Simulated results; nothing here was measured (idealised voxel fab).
The process module that follows is named voxel ribs on slabs.
The width of the displayed cross-section, cut, is 235 nm; its cells are square, with a size of 5 nm.
The cross-sections in this document take the form of a grid made of square cells. They are written out as bands, in order from top to bottom. Each band consists of one or more rows of cells. Band entry format. Leading values: height of top, height of bottom, nm. Remainder: materials in left-to-right order, each with its width in nm. Special words: "edge to edge" on a single material, which then fills the band edge to edge; "air", empty space. It should be noted that heights are counted from 0, beneath which the wafer as supplied is of one material throughout, and that the lowest band possesses no lower boundary but continues downward, as written in "top 0, no bottom". When a width is written as two numbers, as in "30->40", the first number is the width in the top row of cells of the band and the second is the width in its bottom row, and the width changes by the same amount from each row to the next. You'll sometimes find "no change occurred" written for a step, and that's the way of saying that nowhere in the cross-section did a cell change during that step. So "Closed-off voids" is basically the list of trapped voids: any empty space of 8 cells or more that can't reach the top through an opening. They're written width x height at distance, the distance being from the left edge, and it's all nm. The remark found on a step's line after its settings is issued by the simulator itself and pertains to that step. "overlay nm" on a masked step: distance the mask lay right of its planned place, negative for left.

-- Process steps (planned)
1. op RECEIVE | material Si
2. op DIRECTIONAL_DEP | material SiO2 | thk nm 25
3. op DIRECTIONAL_DEP | material polySi | thk nm 25
4. op DIRECTIONAL_DEP | material aC | thk nm 15
5. op PATTERN | tone cover | mask id RIB | material resist | width nm 20 | thk nm 30 | overlay nm 0
6. op DIRECTIONAL_ETCH | etch materials aC | depth nm 15
7. op STRIP | etch materials resist
8. op DIRECTIONAL_ETCH | etch materials polySi | depth nm 15
9. op STRIP | etch materials aC
10. op PATTERN | tone cover | mask id SLAB | material resist | width nm 60 | thk nm 20 | overlay nm 0
11. op DIRECTIONAL_ETCH | etch materials polySi | depth nm 10
12. op STRIP | etch materials resist
13. op FILL_DEP | material SiO2 | thk nm 20
14. op CMP | height nm 65
15. op DIRECTIONAL_DEP | material W | thk nm 10
16. op MASKED_ETCH | tone cover | mask id HEATER | width nm 30 | etch materials W | depth nm 10 | overlay nm 0
17. op CONFORMAL_DEP | material SiN | thk nm 10

-- The following pertains to the first of two wafers, which was processed as planned

-- Wafer as received: cross-section following step 1
* top 0, no bottom = Si edge to edge
* Closed-off voids: none

-- Take a look at the wafer's cross-section after step 2
* top 25, bottom 0 = SiO2 edge to edge
* Below 0 it's all the same as before, nothing changed down there.

-- Take a look at the wafer's cross-section after step 3
* top 50, bottom 25 = polySi edge to edge
* Below 25 it's all the same as before, nothing changed down there.

-- Take a look at the wafer's cross-section after step 4
* top 65, bottom 50 = aC edge to edge
* Below 50 it's all the same as before, nothing changed down there.

-- Take a look at the wafer's cross-section after step 5
* top 95, bottom 65 = 105 air; 20 resist; 110 air
* Below 65 it's all the same as before, nothing changed down there.

-- Take a look at the wafer's cross-section after step 6
* top 80, bottom 65 = 105 air; 20 resist; 110 air
* top 65, bottom 50 = 105 air; 20 aC; 110 air
* Below 50 it's all the same as before, nothing changed down there.

-- Take a look at the wafer's cross-section after step 7
* top 65, bottom 50 = 105 air; 20 aC; 110 air
* Below 50 it's all the same as before, nothing changed down there.

-- Take a look at the wafer's cross-section after step 8
* top 65, bottom 50 = 105 air; 20 aC; 110 air
* top 50, bottom 35 = 105 air; 20 polySi; 110 air
* Below 35 it's all the same as before, nothing changed down there.

-- Take a look at the wafer's cross-section after step 9
* top 50, bottom 35 = 105 air; 20 polySi; 110 air
* Below 35 it's all the same as before, nothing changed down there.

-- Take a look at the wafer's cross-section after step 10
* top 70, bottom 50 = 85 air; 60 resist; 90 air
* top 50, bottom 35 = 85 air; 20 resist; 20 polySi; 20 resist; 90 air
* Below 35 it's all the same as before, nothing changed down there.

-- Take a look at the wafer's cross-section after step 11
* top 70, bottom 50 = 85 air; 60 resist; 90 air
* top 50, bottom 35 = 85 air; 20 resist; 20 polySi; 20 resist; 90 air
* top 35, bottom 25 = 85 air; 60 polySi; 90 air
* Below 25 it's all the same as before, nothing changed down there.

-- Take a look at the wafer's cross-section after step 12
* top 50, bottom 35 = 105 air; 20 polySi; 110 air
* Below 35 it's all the same as before, nothing changed down there.

-- Take a look at the wafer's cross-section after step 13
* top 70, bottom 50 = SiO2 edge to edge
* top 50, bottom 35 = 105 SiO2; 20 polySi; 110 SiO2
* top 35, bottom 25 = 85 SiO2; 60 polySi; 90 SiO2
* Below 25 it's all the same as before, nothing changed down there.

-- Take a look at the wafer's cross-section after step 14
* top 65, bottom 50 = SiO2 edge to edge
* Below 50 it's all the same as before, nothing changed down there.

-- Take a look at the wafer's cross-section after step 15
* top 75, bottom 65 = W edge to edge
* Below 65 it's all the same as before, nothing changed down there.

-- Take a look at the wafer's cross-section after step 16
* top 75, bottom 65 = 100 air; 30 W; 105 air
* Below 65 it's all the same as before, nothing changed down there.

-- Take a look at the wafer's cross-section after step 17
* top 85, bottom 75 = 90 air; 50 SiN; 95 air
* top 75, bottom 65 = 100 SiN; 30 W; 105 SiN
* Below 65 it's all the same as before, nothing changed down there.

-- The second wafer was prepared from the same starting point and under the same plan as the first; its processing contained one mistake, and it remains indistinguishable from the first wafer up to and including step 2

-- Second wafer at the planned finish of step 3, seen in cross-section
* top 50, bottom 25 = W edge to edge
* Below 25 it's all the same as before, nothing changed down there.

-- Second wafer at the planned finish of step 4, seen in cross-section
* top 65, bottom 50 = aC edge to edge
* Below 50 it's all the same as before, nothing changed down there.

-- Second wafer at the planned finish of step 5, seen in cross-section
* top 95, bottom 65 = 105 air; 20 resist; 110 air
* Below 65 it's all the same as before, nothing changed down there.

-- Second wafer at the planned finish of step 6, seen in cross-section
* top 80, bottom 65 = 105 air; 20 resist; 110 air
* top 65, bottom 50 = 105 air; 20 aC; 110 air
* Below 50 it's all the same as before, nothing changed down there.

-- Second wafer at the planned finish of step 7, seen in cross-section
* top 65, bottom 50 = 105 air; 20 aC; 110 air
* Below 50 it's all the same as before, nothing changed down there.

Second wafer at the planned finish of step 8, seen in cross-section: no change occurred

-- Second wafer at the planned finish of step 9, seen in cross-section
* top 50, bottom 25 = W edge to edge
* Below 25 it's all the same as before, nothing changed down there.

-- Second wafer at the planned finish of step 10, seen in cross-section
* top 70, bottom 50 = 85 air; 60 resist; 90 air
* Below 50 it's all the same as before, nothing changed down there.

Second wafer at the planned finish of step 11, seen in cross-section: no change occurred

-- Second wafer at the planned finish of step 12, seen in cross-section
* top 50, bottom 25 = W edge to edge
* Below 25 it's all the same as before, nothing changed down there.

-- Second wafer at the planned finish of step 13, seen in cross-section
* top 70, bottom 50 = SiO2 edge to edge
* Below 50 it's all the same as before, nothing changed down there.

-- Second wafer at the planned finish of step 14, seen in cross-section
* top 65, bottom 50 = SiO2 edge to edge
* Below 50 it's all the same as before, nothing changed down there.

-- Second wafer at the planned finish of step 15, seen in cross-section
* top 75, bottom 65 = W edge to edge
* Below 65 it's all the same as before, nothing changed down there.

-- Second wafer at the planned finish of step 16, seen in cross-section
* top 75, bottom 65 = 100 air; 30 W; 105 air
* Below 65 it's all the same as before, nothing changed down there.

-- Second wafer at the planned finish of step 17, seen in cross-section
* top 85, bottom 75 = 90 air; 50 SiN; 95 air
* top 75, bottom 65 = 100 SiN; 30 W; 105 SiN
* Below 65 it's all the same as before, nothing changed down there.
The mistake made against the process plan was this: step 3 ran as: op DIRECTIONAL_DEP | material W | thk nm 25
Final comparison by cell count, materials where the second wafer has more or fewer than the first: -199 SiO2; +235 W; -36 polySi
